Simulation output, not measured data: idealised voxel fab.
Process module heading - voxel plated lines
cross-section cut | 245 nm wide | cells 5 nm
Reading order for cross-sections: top band down to bottom band. Underlying form: a grid of square cells. Band size: one or more rows of cells. It is stipulated that each band's entry specify, in nanometres, the height of the top of the band and then that of its bottom, followed by the materials of the band in left-to-right sequence, each together with its width in nanometres. A single material marked by the word "edge to edge" is understood to fill the band from edge to edge; the word "empty" is understood to denote empty space. Heights from 0 (as-received wafer is one material below). Bottom band endless downward, as "0 and below". Think of "30..40" as a width that walks from the first number to the second as you go down the band, top row to bottom row, taking equal-sized steps from row to row. "nothing different" (step): cross-section cells unchanged, all of them. Under "Sealed voids" you'll find the enclosed gaps, the ones with no way out to the top, that are 8 cells or bigger; each reads width x height at distance, with distance counted from the left edge, everything in nm. If you see something after the settings on a step's line, that's the simulator's own remark about that step. When a step includes a mask, the "overlay nm" setting on its line states how far to the right of its planned place that mask lay, and negative values state how far to the left.
### Here's what the planned process steps look like
1: RECEIVE,material Si
2: CONFORMAL_DEP,material SiO2,thk nm 10
3: DIRECTIONAL_DEP,material TiN,thk nm 5
4: PATTERN,tone open,mask id LINES,material resist,width nm 15,pitch nm 35,thk nm 25,overlay nm 0
5: EPI,material Ru,thk nm 5
6: EPI,material Ru,thk nm 10
7: STRIP,etch materials resist
8: DIRECTIONAL_ETCH,etch materials TiN,depth nm 5
9: CONFORMAL_DEP,material SiCN,thk nm 5
### The first wafer of two, processed as planned
### So this is the incoming wafer in cross-section - it's already been through step 1
0 and below | Si edge to edge
Sealed voids: none
### after step 2
10 down to 0 | SiO2 edge to edge
No changes below 0.
### after step 3
15 down to 10 | TiN edge to edge
No changes below 10.
### after step 4
40 down to 15 | resist (95), then empty (15), then resist (20), then empty (15), then resist (100)
No changes below 15.
### after step 5
40 down to 20 | resist (95), then empty (15), then resist (20), then empty (15), then resist (100)
20 down to 15 | resist (95), then Ru (15), then resist (20), then Ru (15), then resist (100)
No changes below 15.
### after step 6
40 down to 30 | resist (95), then empty (15), then resist (20), then empty (15), then resist (100)
30 down to 15 | resist (95), then Ru (15), then resist (20), then Ru (15), then resist (100)
No changes below 15.
### after step 7
30 down to 15 | empty (95), then Ru (15), then empty (20), then Ru (15), then empty (100)
No changes below 15.
### after step 8
30 down to 15 | empty (95), then Ru (15), then empty (20), then Ru (15), then empty (100)
15 down to 10 | empty (95), then TiN (15), then empty (20), then TiN (15), then empty (100)
No changes below 10.
### after step 9
35 down to 30 | empty (90), then SiCN (25), then empty (10), then SiCN (25), then empty (95)
30 down to 15 | empty (90), then SiCN (5), then Ru (15), then SiCN (5), then empty (10), then SiCN (5), then Ru (15), then SiCN (5), then empty (95)
15 down to 10 | SiCN (95), then TiN (15), then SiCN (20), then TiN (15), then SiCN (100)
No changes below 10.
### Second wafer, same starting state and plan as the first, one mistake in the run, identical through step 5
### Here is the second wafer in cross-section at the point where step 6 of the plan should have been done
20 down to 15 | empty (95), then Ru (15), then empty (20), then Ru (15), then empty (100)
No changes below 15.
### Here is the second wafer in cross-section at the point where step 7 of the plan should have been done
30 down to 25 | empty (85), then Ru (70), then empty (90)
25 down to 15 | Ru edge to edge
No changes below 15.
Here is the second wafer in cross-section at the point where step 8 of the plan should have been done: nothing different
### Here is the second wafer in cross-section at the point where step 9 of the plan should have been done
35 down to 30 | empty (80), then SiCN (80), then empty (85)
30 down to 25 | SiCN (85), then Ru (70), then SiCN (90)
No changes below 25.
Diagnosis: it was found that steps 6 and 7 of the process plan had been performed in exchanged positions
The second wafer ends with more or fewer cells of some materials than the first, per final count: 94 more of Ru, 14 fewer of SiCN, 43 more of TiN
